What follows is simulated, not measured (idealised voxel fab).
Module name: voxel wiring stack (process module)
Cross-section cut spans 275 nm and uses square cells 5 nm in size.
Cross-section spec: square-cell grid; bands listed top down; each band is one or more rows. Read a band's entry like this: the first values are the height of its top and the height of its bottom in nm, and what follows is the sequence of materials from left to right, each with its width in nm. Note that "empty" is empty space, and that a single material marked "edge to edge" reaches across the band from edge to edge. A quick word on heights: they are counted from 0, and under that level the wafer as it came to us is one material throughout. The lowest band is different from the rest in having no bottom; it simply continues downward, written as in "0 down". Top row gets the first number, bottom row gets the second, and each row in between changes by the same step: that is how a band width like "30->40" works. "no alteration" for a step: no cell of the cross-section changed in that step. Closed-off voids of 8+ cells (no open route to the top) go in "Closed internal voids", written width x height at distance from the left edge, in nm. The remark found on a step's line after its settings is issued by the simulator itself and pertains to that step. If you see "overlay nm" on a step's line and that step has a mask, it's telling you how far right of where it was planned the mask ended up; a negative number means it went left instead.
## Steps planned for the process
step 1: RECEIVE with material Si
step 2: CONFORMAL_DEP with material SiO2, thk nm 15
step 3: CONFORMAL_DEP with material SiCN, thk nm 5
step 4: DIRECTIONAL_DEP with material SiO2, thk nm 20
step 5: DIRECTIONAL_DEP with material aC, thk nm 15
step 6: PATTERN with tone open, mask id METAL_1, material resist, width nm 30, pitch nm 45, thk nm 30, overlay nm 0
step 7: DIRECTIONAL_ETCH with etch materials aC, depth nm 15
step 8: STRIP with etch materials resist
step 9: DIRECTIONAL_ETCH with etch materials SiO2, depth nm 20
step 10: DIRECTIONAL_ETCH with etch materials SiCN, depth nm 5
step 11: STRIP with etch materials aC
step 12: CONFORMAL_DEP with material TiN, thk nm 5
step 13: FILL_DEP with material Cu, thk nm 5
step 14: CMP with height nm 40
step 15: CONFORMAL_DEP with material SiCN, thk nm 5
step 16: DIRECTIONAL_DEP with material lowk, thk nm 30
step 17: PATTERN with tone open, mask id METAL_2, material resist, width nm 30, pitch nm 45, thk nm 15, overlay nm 0
step 18: DIRECTIONAL_ETCH with etch materials lowk, depth nm 15
step 19: STRIP with etch materials resist
step 20: PATTERN with tone open, mask id METAL_2_HOLES, material resist, width nm 15, pitch nm 90, thk nm 20, overlay nm 0
step 21: DIRECTIONAL_ETCH with etch materials lowk, depth nm 15
step 22: DIRECTIONAL_ETCH with etch materials SiCN, depth nm 5
step 23: STRIP with etch materials resist
step 24: CONFORMAL_DEP with material TiN, thk nm 5
step 25: FILL_DEP with material Cu, thk nm 5
step 26: CMP with height nm 75
step 27: CONFORMAL_DEP with material SiCN, thk nm 5
step 28: DIRECTIONAL_DEP with material lowk, thk nm 25
step 29: DIRECTIONAL_DEP with material aC, thk nm 15
step 30: PATTERN with tone open, mask id METAL_3, material resist, width nm 30, pitch nm 45, thk nm 30, overlay nm 0
step 31: DIRECTIONAL_ETCH with etch materials aC, depth nm 15
step 32: STRIP with etch materials resist
step 33: DIRECTIONAL_ETCH with etch materials lowk, depth nm 15
step 34: STRIP with etch materials aC
step 35: DIRECTIONAL_DEP with material aC, thk nm 10
step 36: PATTERN with tone open, mask id METAL_3_HOLES, material resist, width nm 15, pitch nm 90, thk nm 25, overlay nm 0
step 37: DIRECTIONAL_ETCH with etch materials aC, depth nm 10
step 38: STRIP with etch materials resist
step 39: DIRECTIONAL_ETCH with etch materials lowk, depth nm 10
step 40: DIRECTIONAL_ETCH with etch materials SiCN, depth nm 5
step 41: STRIP with etch materials aC
step 42: CONFORMAL_DEP with material TiN, thk nm 5
step 43: FILL_DEP with material Cu, thk nm 5
step 44: CMP with height nm 105
step 45: CONFORMAL_DEP with material SiCN, thk nm 5
## Incoming wafer in cross-section (state: after step 1)
  0 down = Si edge to edge
  Closed internal voids: none
## Wafer at module end, in section. Began as above, planned as above, run with one mistake
  110 to 105 = SiCN edge to edge
  105 to 95 = lowk (75); TiN (5); Cu (20); TiN (5); lowk (15); TiN (5); Cu (20); TiN (5); lowk (15); TiN (5); Cu (20); TiN (5); lowk (80)
  95 to 90 = lowk (75); TiN (5); Cu (10); TiN (15); lowk (15); TiN (30); lowk (15); TiN (5); Cu (10); TiN (15); lowk (80)
  90 to 80 = lowk (75); TiN (5); Cu (10); TiN (5); lowk (70); TiN (5); Cu (10); TiN (5); lowk (90)
  80 to 75 = SiCN (75); TiN (20); SiCN (70); TiN (20); SiCN (90)
  75 to 65 = lowk (75); TiN (5); Cu (20); TiN (5); lowk (15); TiN (5); Cu (20); TiN (5); lowk (15); TiN (5); Cu (20); TiN (5); lowk (80)
  65 to 60 = lowk (75); TiN (5); Cu (5); TiN (20); lowk (15); TiN (30); lowk (15); TiN (5); Cu (5); TiN (20); lowk (80)
  60 to 45 = lowk (75); TiN (5); Cu (5); TiN (5); lowk (75); TiN (5); Cu (5); TiN (5); lowk (95)
  45 to 40 = SiCN (75); TiN (15); SiCN (75); TiN (15); SiCN (95)
  40 to 20 = SiO2 (75); TiN (5); Cu (20); TiN (5); SiO2 (15); TiN (5); Cu (20); TiN (5); SiO2 (15); TiN (5); Cu (20); TiN (5); SiO2 (80)
  20 to 15 = SiCN (75); TiN (30); SiCN (15); TiN (30); SiCN (15); TiN (30); SiCN (80)
  15 to 0 = SiO2 edge to edge
  0 down = Si edge to edge
  Closed internal voids: none
In executing the process, a mistake was made relative to the plan: step 36 ran as: PATTERN with tone open, mask id METAL_3_HOLES, material resist, width nm 20, pitch nm 90, thk nm 25, overlay nm 0
